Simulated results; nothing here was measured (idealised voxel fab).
Documented hereafter: the process module known as voxel self aligned contacts.
Square cells of 5 nm make up the cross-section cut, whose width is 275 nm.
Throughout this document, each cross-section is represented as a grid of square cells and is presented as a sequence of bands enumerated from the top downward, where a band comprises one or more rows of cells. Read a band's entry like this: the first values are the height of its top and the height of its bottom in nm, and what follows is the sequence of materials from left to right, each with its width in nm. Note that "blank" is empty space, and that a single material marked "full width" reaches across the band from edge to edge. Heights from 0 (as-received wafer is one material below). Bottom band endless downward, as "z 0 and below". Width "30 to 40": first value at the band's top row of cells, second value at its bottom row, equal change from row to row. Step note "everything unchanged" = no cross-section cell changed. Listed in "Sealed void list": every empty space of 8 or more cells without an open way to the top. Form: width x height at distance, the distance being from the left edge, all in nm. Where a step's line continues beyond its settings, the continuation is a remark by the simulator itself on that step. "overlay nm" answers the question of how far to the right of plan the mask lay on a step that has a mask, and when it is negative the answer is to the left.
PLANNED PROCESS STEPS
1) RECEIVE with material Si
2) OXIDIZE with depth nm 5
3) DIRECTIONAL_DEP with material polySi, thk nm 25
4) DIRECTIONAL_DEP with material SiN, thk nm 15
5) DIRECTIONAL_DEP with material aC, thk nm 10
6) PATTERN with tone cover, mask id GATE, material resist, width nm 35, pitch nm 65, thk nm 25, overlay nm 0
7) DIRECTIONAL_ETCH with etch materials aC, depth nm 10
8) STRIP with etch materials resist
9) DIRECTIONAL_ETCH with etch materials SiN, depth nm 15
10) DIRECTIONAL_ETCH with etch materials polySi, depth nm 25
11) STRIP with etch materials aC
12) CONFORMAL_DEP with material SiN, thk nm 5
13) DIRECTIONAL_ETCH with etch materials SiN, depth nm 5
14) FILL_DEP with material SiO2, thk nm 20
15) CMP with height nm 50
16) DIRECTIONAL_DEP with material aC, thk nm 15
17) PATTERN with tone open, mask id CONTACT, material resist, width nm 50, thk nm 35, overlay nm 0
18) DIRECTIONAL_ETCH with etch materials aC, depth nm 15
19) STRIP with etch materials resist
20) DIRECTIONAL_ETCH with etch materials SiO2, depth nm 55
21) STRIP with etch materials aC
22) CONFORMAL_DEP with material TiN, thk nm 5
23) FILL_DEP with material Ru, thk nm 5
24) CMP with height nm 50
25) CONFORMAL_DEP with material SiN, thk nm 5
RUN AS PLANNED: FIRST OF TWO WAFERS
CROSS-SECTION OF THE WAFER AS IT CAME TO US, I.E., ALREADY THROUGH STEP 1
* z 0 and below = Si full width
* Sealed void list: none
UPON COMPLETION OF STEP 2, THE WAFER APPEARS IN CROSS-SECTION AS SHOWN
* z 0 to -5 = SiO2 full width
* Nothing below the height -5 has changed.
UPON COMPLETION OF STEP 3, THE WAFER APPEARS IN CROSS-SECTION AS SHOWN
* z 25 to 0 = polySi full width
* Nothing below the height 0 has changed.
UPON COMPLETION OF STEP 4, THE WAFER APPEARS IN CROSS-SECTION AS SHOWN
* z 40 to 25 = SiN full width
* Nothing below the height 25 has changed.
UPON COMPLETION OF STEP 5, THE WAFER APPEARS IN CROSS-SECTION AS SHOWN
* z 50 to 40 = aC full width
* Nothing below the height 40 has changed.
UPON COMPLETION OF STEP 6, THE WAFER APPEARS IN CROSS-SECTION AS SHOWN
* z 75 to 50 = blank 85 / resist 35 / blank 30 / resist 35 / blank 90
* Nothing below the height 50 has changed.
UPON COMPLETION OF STEP 7, THE WAFER APPEARS IN CROSS-SECTION AS SHOWN
* z 65 to 50 = blank 85 / resist 35 / blank 30 / resist 35 / blank 90
* z 50 to 40 = blank 85 / aC 35 / blank 30 / aC 35 / blank 90
* Nothing below the height 40 has changed.
UPON COMPLETION OF STEP 8, THE WAFER APPEARS IN CROSS-SECTION AS SHOWN
* z 50 to 40 = blank 85 / aC 35 / blank 30 / aC 35 / blank 90
* Nothing below the height 40 has changed.
UPON COMPLETION OF STEP 9, THE WAFER APPEARS IN CROSS-SECTION AS SHOWN
* z 50 to 40 = blank 85 / aC 35 / blank 30 / aC 35 / blank 90
* z 40 to 25 = blank 85 / SiN 35 / blank 30 / SiN 35 / blank 90
* Nothing below the height 25 has changed.
UPON COMPLETION OF STEP 10, THE WAFER APPEARS IN CROSS-SECTION AS SHOWN
* z 50 to 40 = blank 85 / aC 35 / blank 30 / aC 35 / blank 90
* z 40 to 25 = blank 85 / SiN 35 / blank 30 / SiN 35 / blank 90
* z 25 to 0 = blank 85 / polySi 35 / blank 30 / polySi 35 / blank 90
* Nothing below the height 0 has changed.
UPON COMPLETION OF STEP 11, THE WAFER APPEARS IN CROSS-SECTION AS SHOWN
* z 40 to 25 = blank 85 / SiN 35 / blank 30 / SiN 35 / blank 90
* Nothing below the height 25 has changed.
UPON COMPLETION OF STEP 12, THE WAFER APPEARS IN CROSS-SECTION AS SHOWN
* z 45 to 25 = blank 80 / SiN 45 / blank 20 / SiN 45 / blank 85
* z 25 to 5 = blank 80 / SiN 5 / polySi 35 / SiN 5 / blank 20 / SiN 5 / polySi 35 / SiN 5 / blank 85
* z 5 to 0 = SiN 85 / polySi 35 / SiN 30 / polySi 35 / SiN 90
* Nothing below the height 0 has changed.
UPON COMPLETION OF STEP 13, THE WAFER APPEARS IN CROSS-SECTION AS SHOWN
* z 40 to 25 = blank 80 / SiN 45 / blank 20 / SiN 45 / blank 85
* z 25 to 0 = blank 80 / SiN 5 / polySi 35 / SiN 5 / blank 20 / SiN 5 / polySi 35 / SiN 5 / blank 85
* Nothing below the height 0 has changed.
UPON COMPLETION OF STEP 14, THE WAFER APPEARS IN CROSS-SECTION AS SHOWN
* z 60 to 40 = SiO2 full width
* z 40 to 25 = SiO2 80 / SiN 45 / SiO2 20 / SiN 45 / SiO2 85
* z 25 to 0 = SiO2 80 / SiN 5 / polySi 35 / SiN 5 / SiO2 20 / SiN 5 / polySi 35 / SiN 5 / SiO2 85
* Nothing below the height 0 has changed.
UPON COMPLETION OF STEP 15, THE WAFER APPEARS IN CROSS-SECTION AS SHOWN
* z 50 to 40 = SiO2 full width
* Nothing below the height 40 has changed.
UPON COMPLETION OF STEP 16, THE WAFER APPEARS IN CROSS-SECTION AS SHOWN
* z 65 to 50 = aC full width
* Nothing below the height 50 has changed.
UPON COMPLETION OF STEP 17, THE WAFER APPEARS IN CROSS-SECTION AS SHOWN
* z 100 to 65 = resist 110 / blank 50 / resist 115
* Nothing below the height 65 has changed.
UPON COMPLETION OF STEP 18, THE WAFER APPEARS IN CROSS-SECTION AS SHOWN
* z 85 to 65 = resist 110 / blank 50 / resist 115
* z 65 to 50 = aC 110 / blank 50 / aC 115
* Nothing below the height 50 has changed.
UPON COMPLETION OF STEP 19, THE WAFER APPEARS IN CROSS-SECTION AS SHOWN
* z 65 to 50 = aC 110 / blank 50 / aC 115
* Nothing below the height 50 has changed.
UPON COMPLETION OF STEP 20, THE WAFER APPEARS IN CROSS-SECTION AS SHOWN
* z 65 to 50 = aC 110 / blank 50 / aC 115
* z 50 to 40 = SiO2 110 / blank 50 / SiO2 115
* z 40 to 25 = SiO2 80 / SiN 45 / blank 20 / SiN 45 / SiO2 85
* z 25 to 0 = SiO2 80 / SiN 5 / polySi 35 / SiN 5 / blank 20 / SiN 5 / polySi 35 / SiN 5 / SiO2 85
* z 0 to -5 = SiO2 125 / blank 20 / SiO2 130
* Nothing below the height -5 has changed.
UPON COMPLETION OF STEP 21, THE WAFER APPEARS IN CROSS-SECTION AS SHOWN
* z 50 to 40 = SiO2 110 / blank 50 / SiO2 115
* Nothing below the height 40 has changed.
UPON COMPLETION OF STEP 22, THE WAFER APPEARS IN CROSS-SECTION AS SHOWN
* z 55 to 50 = TiN 115 / blank 40 / TiN 120
* z 50 to 40 = SiO2 110 / TiN 5 to 20 / blank 40 to 10 / TiN 5 to 20 / SiO2 115
* z 40 to 25 = SiO2 80 / SiN 45 / TiN 5 / blank 10 / TiN 5 / SiN 45 / SiO2 85
* z 25 to 0 = SiO2 80 / SiN 5 / polySi 35 / SiN 5 / TiN 5 / blank 10 / TiN 5 / SiN 5 / polySi 35 / SiN 5 / SiO2 85
* z 0 to -5 = SiO2 125 / TiN 20 / SiO2 130
* Nothing below the height -5 has changed.
UPON COMPLETION OF STEP 23, THE WAFER APPEARS IN CROSS-SECTION AS SHOWN
* z 60 to 55 = Ru full width
* z 55 to 50 = TiN 115 / Ru 40 / TiN 120
* z 50 to 40 = SiO2 110 / TiN 5 to 20 / Ru 40 to 10 / TiN 5 to 20 / SiO2 115
* z 40 to 25 = SiO2 80 / SiN 45 / TiN 5 / Ru 10 / TiN 5 / SiN 45 / SiO2 85
* z 25 to 0 = SiO2 80 / SiN 5 / polySi 35 / SiN 5 / TiN 5 / Ru 10 / TiN 5 / SiN 5 / polySi 35 / SiN 5 / SiO2 85
* Nothing below the height 0 has changed.
UPON COMPLETION OF STEP 24, THE WAFER APPEARS IN CROSS-SECTION AS SHOWN
* z 50 to 40 = SiO2 110 / TiN 5 to 20 / Ru 40 to 10 / TiN 5 to 20 / SiO2 115
* Nothing below the height 40 has changed.
UPON COMPLETION OF STEP 25, THE WAFER APPEARS IN CROSS-SECTION AS SHOWN
* z 55 to 50 = SiN full width
* Nothing below the height 50 has changed.
THE REMAINING WAFER, SECOND OF THE TWO, STARTED LIKE THE FIRST AND WAS RUN TO THE SAME PLAN, EXCEPT THAT ONE MISTAKE WAS MADE ALONG THE WAY; THE TWO COINCIDE THROUGH STEP 1, INCLUSIVE
Look at the second wafer in cross-section at the time step 2 ought to have finished: everything unchanged
LOOK AT THE SECOND WAFER IN CROSS-SECTION AT THE TIME STEP 3 OUGHT TO HAVE FINISHED
* z 25 to 0 = polySi full width
* Nothing below the height 0 has changed.
LOOK AT THE SECOND WAFER IN CROSS-SECTION AT THE TIME STEP 4 OUGHT TO HAVE FINISHED
* z 40 to 25 = SiN full width
* Nothing below the height 25 has changed.
LOOK AT THE SECOND WAFER IN CROSS-SECTION AT THE TIME STEP 5 OUGHT TO HAVE FINISHED
* z 50 to 40 = aC full width
* Nothing below the height 40 has changed.
LOOK AT THE SECOND WAFER IN CROSS-SECTION AT THE TIME STEP 6 OUGHT TO HAVE FINISHED
* z 75 to 50 = blank 85 / resist 35 / blank 30 / resist 35 / blank 90
* Nothing below the height 50 has changed.
LOOK AT THE SECOND WAFER IN CROSS-SECTION AT THE TIME STEP 7 OUGHT TO HAVE FINISHED
* z 65 to 50 = blank 85 / resist 35 / blank 30 / resist 35 / blank 90
* z 50 to 40 = blank 85 / aC 35 / blank 30 / aC 35 / blank 90
* Nothing below the height 40 has changed.
LOOK AT THE SECOND WAFER IN CROSS-SECTION AT THE TIME STEP 8 OUGHT TO HAVE FINISHED
* z 50 to 40 = blank 85 / aC 35 / blank 30 / aC 35 / blank 90
* Nothing below the height 40 has changed.
LOOK AT THE SECOND WAFER IN CROSS-SECTION AT THE TIME STEP 9 OUGHT TO HAVE FINISHED
* z 50 to 40 = blank 85 / aC 35 / blank 30 / aC 35 / blank 90
* z 40 to 25 = blank 85 / SiN 35 / blank 30 / SiN 35 / blank 90
* Nothing below the height 25 has changed.
LOOK AT THE SECOND WAFER IN CROSS-SECTION AT THE TIME STEP 10 OUGHT TO HAVE FINISHED
* z 50 to 40 = blank 85 / aC 35 / blank 30 / aC 35 / blank 90
* z 40 to 25 = blank 85 / SiN 35 / blank 30 / SiN 35 / blank 90
* z 25 to 0 = blank 85 / polySi 35 / blank 30 / polySi 35 / blank 90
* Nothing below the height 0 has changed.
LOOK AT THE SECOND WAFER IN CROSS-SECTION AT THE TIME STEP 11 OUGHT TO HAVE FINISHED
* z 40 to 25 = blank 85 / SiN 35 / blank 30 / SiN 35 / blank 90
* Nothing below the height 25 has changed.
LOOK AT THE SECOND WAFER IN CROSS-SECTION AT THE TIME STEP 12 OUGHT TO HAVE FINISHED
* z 45 to 25 = blank 80 / SiN 45 / blank 20 / SiN 45 / blank 85
* z 25 to 5 = blank 80 / SiN 5 / polySi 35 / SiN 5 / blank 20 / SiN 5 / polySi 35 / SiN 5 / blank 85
* z 5 to 0 = SiN 85 / polySi 35 / SiN 30 / polySi 35 / SiN 90
* Nothing below the height 0 has changed.
LOOK AT THE SECOND WAFER IN CROSS-SECTION AT THE TIME STEP 13 OUGHT TO HAVE FINISHED
* z 40 to 25 = blank 80 / SiN 45 / blank 20 / SiN 45 / blank 85
* z 25 to 0 = blank 80 / SiN 5 / polySi 35 / SiN 5 / blank 20 / SiN 5 / polySi 35 / SiN 5 / blank 85
* Nothing below the height 0 has changed.
LOOK AT THE SECOND WAFER IN CROSS-SECTION AT THE TIME STEP 14 OUGHT TO HAVE FINISHED
* z 60 to 40 = SiO2 full width
* z 40 to 25 = SiO2 80 / SiN 45 / SiO2 20 / SiN 45 / SiO2 85
* z 25 to 0 = SiO2 80 / SiN 5 / polySi 35 / SiN 5 / SiO2 20 / SiN 5 / polySi 35 / SiN 5 / SiO2 85
* Nothing below the height 0 has changed.
LOOK AT THE SECOND WAFER IN CROSS-SECTION AT THE TIME STEP 15 OUGHT TO HAVE FINISHED
* z 50 to 40 = SiO2 full width
* Nothing below the height 40 has changed.
LOOK AT THE SECOND WAFER IN CROSS-SECTION AT THE TIME STEP 16 OUGHT TO HAVE FINISHED
* z 65 to 50 = aC full width
* Nothing below the height 50 has changed.
LOOK AT THE SECOND WAFER IN CROSS-SECTION AT THE TIME STEP 17 OUGHT TO HAVE FINISHED
* z 100 to 65 = resist 110 / blank 50 / resist 115
* Nothing below the height 65 has changed.
LOOK AT THE SECOND WAFER IN CROSS-SECTION AT THE TIME STEP 18 OUGHT TO HAVE FINISHED
* z 85 to 65 = resist 110 / blank 50 / resist 115
* z 65 to 50 = aC 110 / blank 50 / aC 115
* Nothing below the height 50 has changed.
LOOK AT THE SECOND WAFER IN CROSS-SECTION AT THE TIME STEP 19 OUGHT TO HAVE FINISHED
* z 65 to 50 = aC 110 / blank 50 / aC 115
* Nothing below the height 50 has changed.
LOOK AT THE SECOND WAFER IN CROSS-SECTION AT THE TIME STEP 20 OUGHT TO HAVE FINISHED
* z 65 to 50 = aC 110 / blank 50 / aC 115
* z 50 to 40 = SiO2 110 / blank 50 / SiO2 115
* z 40 to 25 = SiO2 80 / SiN 45 / blank 20 / SiN 45 / SiO2 85
* z 25 to 0 = SiO2 80 / SiN 5 / polySi 35 / SiN 5 / blank 20 / SiN 5 / polySi 35 / SiN 5 / SiO2 85
* Nothing below the height 0 has changed.
LOOK AT THE SECOND WAFER IN CROSS-SECTION AT THE TIME STEP 21 OUGHT TO HAVE FINISHED
* z 50 to 40 = SiO2 110 / blank 50 / SiO2 115
* Nothing below the height 40 has changed.
LOOK AT THE SECOND WAFER IN CROSS-SECTION AT THE TIME STEP 22 OUGHT TO HAVE FINISHED
* z 55 to 50 = TiN 115 / blank 40 / TiN 120
* z 50 to 40 = SiO2 110 / TiN 5 to 20 / blank 40 to 10 / TiN 5 to 20 / SiO2 115
* z 40 to 25 = SiO2 80 / SiN 45 / TiN 5 / blank 10 / TiN 5 / SiN 45 / SiO2 85
* z 25 to 5 = SiO2 80 / SiN 5 / polySi 35 / SiN 5 / TiN 5 / blank 10 / TiN 5 / SiN 5 / polySi 35 / SiN 5 / SiO2 85
* z 5 to 0 = SiO2 80 / SiN 5 / polySi 35 / SiN 5 / TiN 20 / SiN 5 / polySi 35 / SiN 5 / SiO2 85
* Nothing below the height 0 has changed.
LOOK AT THE SECOND WAFER IN CROSS-SECTION AT THE TIME STEP 23 OUGHT TO HAVE FINISHED
* z 60 to 55 = Ru full width
* z 55 to 50 = TiN 115 / Ru 40 / TiN 120
* z 50 to 40 = SiO2 110 / TiN 5 to 20 / Ru 40 to 10 / TiN 5 to 20 / SiO2 115
* z 40 to 25 = SiO2 80 / SiN 45 / TiN 5 / Ru 10 / TiN 5 / SiN 45 / SiO2 85
* z 25 to 5 = SiO2 80 / SiN 5 / polySi 35 / SiN 5 / TiN 5 / Ru 10 / TiN 5 / SiN 5 / polySi 35 / SiN 5 / SiO2 85
* Nothing below the height 5 has changed.
LOOK AT THE SECOND WAFER IN CROSS-SECTION AT THE TIME STEP 24 OUGHT TO HAVE FINISHED
* z 50 to 40 = SiO2 110 / TiN 5 to 20 / Ru 40 to 10 / TiN 5 to 20 / SiO2 115
* Nothing below the height 40 has changed.
LOOK AT THE SECOND WAFER IN CROSS-SECTION AT THE TIME STEP 25 OUGHT TO HAVE FINISHED
* z 55 to 50 = SiN full width
* Nothing below the height 50 has changed.
Heads up, the wafer didn't run the way we planned it: heads up, step 2 of the plan was skipped and never actually ran
Wrapping up, a cell-based count of both wafers puts the second over or under the first for these materials: Ru -2, Si +55, SiO2 -51, TiN -2
